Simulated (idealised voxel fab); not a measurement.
Module name: voxel ribs on slabs (process module)
This is section cut - it's 150 nm across, gridded in 5 nm square cells.
We lay out every cross-section as a grid of square cells and spell it out in bands from the top down, where one band means one or more rows of cells. Top, bottom (nm), then materials left to right with widths (nm); lone material tagged "all across" fills the whole band edge to edge; "air" = empty space. Basically, 0 is our baseline, since under it the wafer straight out of the box is all one material. The bottom band has no lower end and keeps on going down, so it looks like "0 down". A two-number width, for instance "30..40", indicates that the width is equal to the first number in the top row of the band and to the second number in the bottom row, and that it changes by a constant amount per row of cells. "no modification" -> step changed no cross-section cell. Basically, "Closed cavities" tells you about the enclosed voids: empty spaces with no open way to the top, 8 cells or bigger, each written width x height at distance, where distance is from the left edge, all in nm. That trailing text on a step's line, after the settings, is the simulator's own remark on the step. overlay nm: right-of-plan distance of the mask on a masked step; negative values mean left-of-plan.
**Intended process steps**
1. RECEIVE (material Si)
2. DIRECTIONAL_DEP (material SiO2; thk nm 25)
3. DIRECTIONAL_DEP (material polySi; thk nm 15)
4. DIRECTIONAL_DEP (material aC; thk nm 10)
5. PATTERN (tone cover; mask id RIB; material resist; width nm 25; thk nm 25; overlay nm 0)
6. DIRECTIONAL_ETCH (etch materials aC; depth nm 10)
7. STRIP (etch materials resist)
8. DIRECTIONAL_ETCH (etch materials polySi; depth nm 10)
9. STRIP (etch materials aC)
10. PATTERN (tone cover; mask id SLAB; material resist; width nm 85; thk nm 20; overlay nm 0)
11. DIRECTIONAL_ETCH (etch materials polySi; depth nm 5)
12. STRIP (etch materials resist)
13. FILL_DEP (material SiO2; thk nm 25)
14. CMP (height nm 60)
15. DIRECTIONAL_DEP (material W; thk nm 5)
16. DIRECTIONAL_DEP (material aC; thk nm 15)
17. PATTERN (tone cover; mask id HEATER; material resist; width nm 35; thk nm 30; overlay nm 0)
18. DIRECTIONAL_ETCH (etch materials aC; depth nm 15)
19. STRIP (etch materials resist)
20. DIRECTIONAL_ETCH (etch materials W; depth nm 5)
21. STRIP (etch materials aC)
22. CONFORMAL_DEP (material SiO2; thk nm 5)
**Cross-section of the incoming wafer, state after step 1**
    0 down  Si all across
    Closed cavities: none
**Below is the wafer in cross-section after the module was completed. It began from the starting point shown above and followed the plan shown above, except that one mistake was made while running it**
    70 to 65  50 air, 45 SiO2, 55 air
    65 to 60  55 SiO2, 35 W, 60 SiO2
    60 to 40  SiO2 all across
    40 to 30  70 SiO2, 25 polySi, 55 SiO2
    30 to 25  30 SiO2, 85 polySi, 35 SiO2
    25 to 0  SiO2 all across
    0 down  Si all across
    Closed cavities: none
The plan and the run diverged here: step 5 went in with a setting other than planned; the actual run was PATTERN (tone cover; mask id RIB; material resist; width nm 25; thk nm 25; overlay nm 10)
